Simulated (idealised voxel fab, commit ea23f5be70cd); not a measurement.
Process module under the name voxel gate over fins
Square cell edge 5 nm, section width 270 nm, ID cut.
Cross-section = grid of square cells, listed top down in bands; band = one or more rows.
First you get the band's top height and its bottom height, in nm, and then the materials it's made of, left to right, with each width in nm. If you see a single material with "everywhere", that one covers the band edge to edge. "air" is empty space.
A quick word on heights: they are counted from 0, and under that level the wafer as it came to us is one material throughout. The lowest band is different from the rest in having no bottom; it simply continues downward, written as in "from 0 down".
Graded width ("30..40"): value in top row of band = first number; value in bottom row = second number; row-to-row change constant.
When a step is marked "no modification", none of the cells in the cross-section changed during that step.
Listed in "Closed void listing": every empty space of 8 or more cells without an open way to the top. Form: width x height at distance, the distance being from the left edge, all in nm.
Read whatever lies past the settings on a step's line as the simulator's own remark about the step.
Among the settings permitted on a step's line is "overlay nm"; applied to a step with a mask, it specifies the extent to which the mask lay to the right of its planned position, whereas a negative figure signifies a position to the left.
## Listed below are the process steps as planned
| 1 | RECEIVE | material Si |
| 2 | CONFORMAL_DEP | material SiN | thk nm 10 |
| 3 | PATTERN | tone cover | mask id FINS | material resist | width nm 15 | pitch nm 40 | thk nm 20 | overlay nm 0 |
| 4 | DIRECTIONAL_ETCH | etch materials SiN | depth nm 10 |
| 5 | DIRECTIONAL_ETCH | etch materials Si | depth nm 35 |
| 6 | STRIP | etch materials resist |
| 7 | FILL_DEP | material SiO2 | thk nm 15 |
| 8 | CMP | height nm 10 |
| 9 | SELECTIVE_ETCH | etch materials SiO2 | depth nm 20 |
| 10 | STRIP | etch materials SiN |
| 11 | CONFORMAL_DEP | material HfO2 | thk nm 5 |
| 12 | CONFORMAL_DEP | material TiN | thk nm 5 |
| 13 | CONFORMAL_DEP | material TiAl | thk nm 5 |
| 14 | CONFORMAL_DEP | material TiN | thk nm 5 |
| 15 | FILL_DEP | material W | thk nm 10 |
| 16 | CMP | height nm 25 |
| 17 | CONFORMAL_DEP | material SiCN | thk nm 10 |
## First of two wafers - as planned
## Received-state cross-section, reflecting completion of step 1
  from 0 down = Si everywhere
  Closed void listing: none
## Take a look at the wafer's cross-section after step 2
  from 10 to 0 = SiN everywhere
  Below 0, no change.
## Take a look at the wafer's cross-section after step 3
  from 30 to 10 = 85 of air, then 15 of resist, then 25 of air, then 15 of resist, then 25 of air, then 15 of resist, then 90 of air
  Below 10, no change.
## Take a look at the wafer's cross-section after step 4
  from 30 to 10 = 85 of air, then 15 of resist, then 25 of air, then 15 of resist, then 25 of air, then 15 of resist, then 90 of air
  from 10 to 0 = 85 of air, then 15 of SiN, then 25 of air, then 15 of SiN, then 25 of air, then 15 of SiN, then 90 of air
  Below 0, no change.
## Take a look at the wafer's cross-section after step 5
  from 30 to 10 = 85 of air, then 15 of resist, then 25 of air, then 15 of resist, then 25 of air, then 15 of resist, then 90 of air
  from 10 to 0 = 85 of air, then 15 of SiN, then 25 of air, then 15 of SiN, then 25 of air, then 15 of SiN, then 90 of air
  from 0 to -35 = 85 of air, then 15 of Si, then 25 of air, then 15 of Si, then 25 of air, then 15 of Si, then 90 of air
  Below -35, no change.
## Take a look at the wafer's cross-section after step 6
  from 10 to 0 = 85 of air, then 15 of SiN, then 25 of air, then 15 of SiN, then 25 of air, then 15 of SiN, then 90 of air
  Below 0, no change.
## Take a look at the wafer's cross-section after step 7
  from 25 to 10 = SiO2 everywhere
  from 10 to 0 = 85 of SiO2, then 15 of SiN, then 25 of SiO2, then 15 of SiN, then 25 of SiO2, then 15 of SiN, then 90 of SiO2
  from 0 to -35 = 85 of SiO2, then 15 of Si, then 25 of SiO2, then 15 of Si, then 25 of SiO2, then 15 of Si, then 90 of SiO2
  Below -35, no change.
## Take a look at the wafer's cross-section after step 8
  from 10 to 0 = 85 of SiO2, then 15 of SiN, then 25 of SiO2, then 15 of SiN, then 25 of SiO2, then 15 of SiN, then 90 of SiO2
  Below 0, no change.
## Take a look at the wafer's cross-section after step 9
  from 10 to 0 = 85 of air, then 15 of SiN, then 25 of air, then 15 of SiN, then 25 of air, then 15 of SiN, then 90 of air
  from 0 to -10 = 85 of air, then 15 of Si, then 25 of air, then 15 of Si, then 25 of air, then 15 of Si, then 90 of air
  Below -10, no change.
## Take a look at the wafer's cross-section after step 10
  from 0 to -10 = 85 of air, then 15 of Si, then 25 of air, then 15 of Si, then 25 of air, then 15 of Si, then 90 of air
  Below -10, no change.
## Take a look at the wafer's cross-section after step 11
  from 5 to 0 = 80 of air, then 25 of HfO2, then 15 of air, then 25 of HfO2, then 15 of air, then 25 of HfO2, then 85 of air
  from 0 to -5 = 80 of air, then 5 of HfO2, then 15 of Si, then 5 of HfO2, then 15 of air, then 5 of HfO2, then 15 of Si, then 5 of HfO2, then 15 of air, then 5 of HfO2, then 15 of Si, then 5 of HfO2, then 85 of air
  from -5 to -10 = 85 of HfO2, then 15 of Si, then 25 of HfO2, then 15 of Si, then 25 of HfO2, then 15 of Si, then 90 of HfO2
  Below -10, no change.
## Take a look at the wafer's cross-section after step 12
  from 10 to 5 = 75 of air, then 35 of TiN, then 5 of air, then 35 of TiN, then 5 of air, then 35 of TiN, then 80 of air
  from 5 to 0 = 75 of air, then 5 of TiN, then 25 of HfO2, then 5 of TiN, then 5 of air, then 5 of TiN, then 25 of HfO2, then 5 of TiN, then 5 of air, then 5 of TiN, then 25 of HfO2, then 5 of TiN, then 80 of air
  from 0 to -5 = 80 of TiN, then 5 of HfO2, then 15 of Si, then 5 of HfO2, then 15 of TiN, then 5 of HfO2, then 15 of Si, then 5 of HfO2, then 15 of TiN, then 5 of HfO2, then 15 of Si, then 5 of HfO2, then 85 of TiN
  Below -5, no change.
## Take a look at the wafer's cross-section after step 13
  from 15 to 10 = 70 of air, then 125 of TiAl, then 75 of air
  from 10 to 5 = 70 of air, then 5 of TiAl, then 35 of TiN, then 5 of TiAl, then 35 of TiN, then 5 of TiAl, then 35 of TiN, then 5 of TiAl, then 75 of air
  from 5 to 0 = 75 of TiAl, then 5 of TiN, then 25 of HfO2, then 5 of TiN, then 5 of TiAl, then 5 of TiN, then 25 of HfO2, then 5 of TiN, then 5 of TiAl, then 5 of TiN, then 25 of HfO2, then 5 of TiN, then 80 of TiAl
  Below 0, no change.
## Take a look at the wafer's cross-section after step 14
  from 20 to 15 = 65 of air, then 135 of TiN, then 70 of air
  from 15 to 10 = 65 of air, then 5 of TiN, then 125 of TiAl, then 5 of TiN, then 70 of air
  from 10 to 5 = 70 of TiN, then 5 of TiAl, then 35 of TiN, then 5 of TiAl, then 35 of TiN, then 5 of TiAl, then 35 of TiN, then 5 of TiAl, then 75 of TiN
  Below 5, no change.
## Take a look at the wafer's cross-section after step 15
  from 30 to 20 = W everywhere
  from 20 to 15 = 65 of W, then 135 of TiN, then 70 of W
  from 15 to 10 = 65 of W, then 5 of TiN, then 125 of TiAl, then 5 of TiN, then 70 of W
  Below 10, no change.
## Take a look at the wafer's cross-section after step 16
  from 25 to 20 = W everywhere
  Below 20, no change.
## Take a look at the wafer's cross-section after step 17
  from 35 to 25 = SiCN everywhere
  Below 25, no change.
## Wafer two. Same start, same plan, one slip in execution. Same as wafer one through step 2, inclusive
## Here is the second wafer in cross-section at the point where step 3 of the plan should have been done
  from 30 to 10 = 75 of air, then 15 of resist, then 25 of air, then 15 of resist, then 25 of air, then 15 of resist, then 100 of air
  Below 10, no change.
## Here is the second wafer in cross-section at the point where step 4 of the plan should have been done
  from 30 to 10 = 75 of air, then 15 of resist, then 25 of air, then 15 of resist, then 25 of air, then 15 of resist, then 100 of air
  from 10 to 0 = 75 of air, then 15 of SiN, then 25 of air, then 15 of SiN, then 25 of air, then 15 of SiN, then 100 of air
  Below 0, no change.
## Here is the second wafer in cross-section at the point where step 5 of the plan should have been done
  from 30 to 10 = 75 of air, then 15 of resist, then 25 of air, then 15 of resist, then 25 of air, then 15 of resist, then 100 of air
  from 10 to 0 = 75 of air, then 15 of SiN, then 25 of air, then 15 of SiN, then 25 of air, then 15 of SiN, then 100 of air
  from 0 to -35 = 75 of air, then 15 of Si, then 25 of air, then 15 of Si, then 25 of air, then 15 of Si, then 100 of air
  Below -35, no change.
## Here is the second wafer in cross-section at the point where step 6 of the plan should have been done
  from 10 to 0 = 75 of air, then 15 of SiN, then 25 of air, then 15 of SiN, then 25 of air, then 15 of SiN, then 100 of air
  Below 0, no change.
## Here is the second wafer in cross-section at the point where step 7 of the plan should have been done
  from 25 to 10 = SiO2 everywhere
  from 10 to 0 = 75 of SiO2, then 15 of SiN, then 25 of SiO2, then 15 of SiN, then 25 of SiO2, then 15 of SiN, then 100 of SiO2
  from 0 to -35 = 75 of SiO2, then 15 of Si, then 25 of SiO2, then 15 of Si, then 25 of SiO2, then 15 of Si, then 100 of SiO2
  Below -35, no change.
## Here is the second wafer in cross-section at the point where step 8 of the plan should have been done
  from 10 to 0 = 75 of SiO2, then 15 of SiN, then 25 of SiO2, then 15 of SiN, then 25 of SiO2, then 15 of SiN, then 100 of SiO2
  Below 0, no change.
## Here is the second wafer in cross-section at the point where step 9 of the plan should have been done
  from 10 to 0 = 75 of air, then 15 of SiN, then 25 of air, then 15 of SiN, then 25 of air, then 15 of SiN, then 100 of air
  from 0 to -10 = 75 of air, then 15 of Si, then 25 of air, then 15 of Si, then 25 of air, then 15 of Si, then 100 of air
  Below -10, no change.
## Here is the second wafer in cross-section at the point where step 10 of the plan should have been done
  from 0 to -10 = 75 of air, then 15 of Si, then 25 of air, then 15 of Si, then 25 of air, then 15 of Si, then 100 of air
  Below -10, no change.
## Here is the second wafer in cross-section at the point where step 11 of the plan should have been done
  from 5 to 0 = 70 of air, then 25 of HfO2, then 15 of air, then 25 of HfO2, then 15 of air, then 25 of HfO2, then 95 of air
  from 0 to -5 = 70 of air, then 5 of HfO2, then 15 of Si, then 5 of HfO2, then 15 of air, then 5 of HfO2, then 15 of Si, then 5 of HfO2, then 15 of air, then 5 of HfO2, then 15 of Si, then 5 of HfO2, then 95 of air
  from -5 to -10 = 75 of HfO2, then 15 of Si, then 25 of HfO2, then 15 of Si, then 25 of HfO2, then 15 of Si, then 100 of HfO2
  Below -10, no change.
## Here is the second wafer in cross-section at the point where step 12 of the plan should have been done
  from 10 to 5 = 65 of air, then 35 of TiN, then 5 of air, then 35 of TiN, then 5 of air, then 35 of TiN, then 90 of air
  from 5 to 0 = 65 of air, then 5 of TiN, then 25 of HfO2, then 5 of TiN, then 5 of air, then 5 of TiN, then 25 of HfO2, then 5 of TiN, then 5 of air, then 5 of TiN, then 25 of HfO2, then 5 of TiN, then 90 of air
  from 0 to -5 = 70 of TiN, then 5 of HfO2, then 15 of Si, then 5 of HfO2, then 15 of TiN, then 5 of HfO2, then 15 of Si, then 5 of HfO2, then 15 of TiN, then 5 of HfO2, then 15 of Si, then 5 of HfO2, then 95 of TiN
  Below -5, no change.
## Here is the second wafer in cross-section at the point where step 13 of the plan should have been done
  from 15 to 10 = 60 of air, then 125 of TiAl, then 85 of air
  from 10 to 5 = 60 of air, then 5 of TiAl, then 35 of TiN, then 5 of TiAl, then 35 of TiN, then 5 of TiAl, then 35 of TiN, then 5 of TiAl, then 85 of air
  from 5 to 0 = 65 of TiAl, then 5 of TiN, then 25 of HfO2, then 5 of TiN, then 5 of TiAl, then 5 of TiN, then 25 of HfO2, then 5 of TiN, then 5 of TiAl, then 5 of TiN, then 25 of HfO2, then 5 of TiN, then 90 of TiAl
  Below 0, no change.
## Here is the second wafer in cross-section at the point where step 14 of the plan should have been done
  from 20 to 15 = 55 of air, then 135 of TiN, then 80 of air
  from 15 to 10 = 55 of air, then 5 of TiN, then 125 of TiAl, then 5 of TiN, then 80 of air
  from 10 to 5 = 60 of TiN, then 5 of TiAl, then 35 of TiN, then 5 of TiAl, then 35 of TiN, then 5 of TiAl, then 35 of TiN, then 5 of TiAl, then 85 of TiN
  Below 5, no change.
## Here is the second wafer in cross-section at the point where step 15 of the plan should have been done
  from 30 to 20 = W everywhere
  from 20 to 15 = 55 of W, then 135 of TiN, then 80 of W
  from 15 to 10 = 55 of W, then 5 of TiN, then 125 of TiAl, then 5 of TiN, then 80 of W
  Below 10, no change.
## Here is the second wafer in cross-section at the point where step 16 of the plan should have been done
  from 25 to 20 = W everywhere
  Below 20, no change.
## Here is the second wafer in cross-section at the point where step 17 of the plan should have been done
  from 35 to 25 = SiCN everywhere
  Below 25, no change.
What was done differently from what was planned? note that step 3 departed from the planned setting and was carried out as PATTERN | tone cover | mask id FINS | material resist | width nm 15 | pitch nm 40 | thk nm 20 | overlay nm -10
Final state: per-material cell counts identical on both wafers; locations differ.
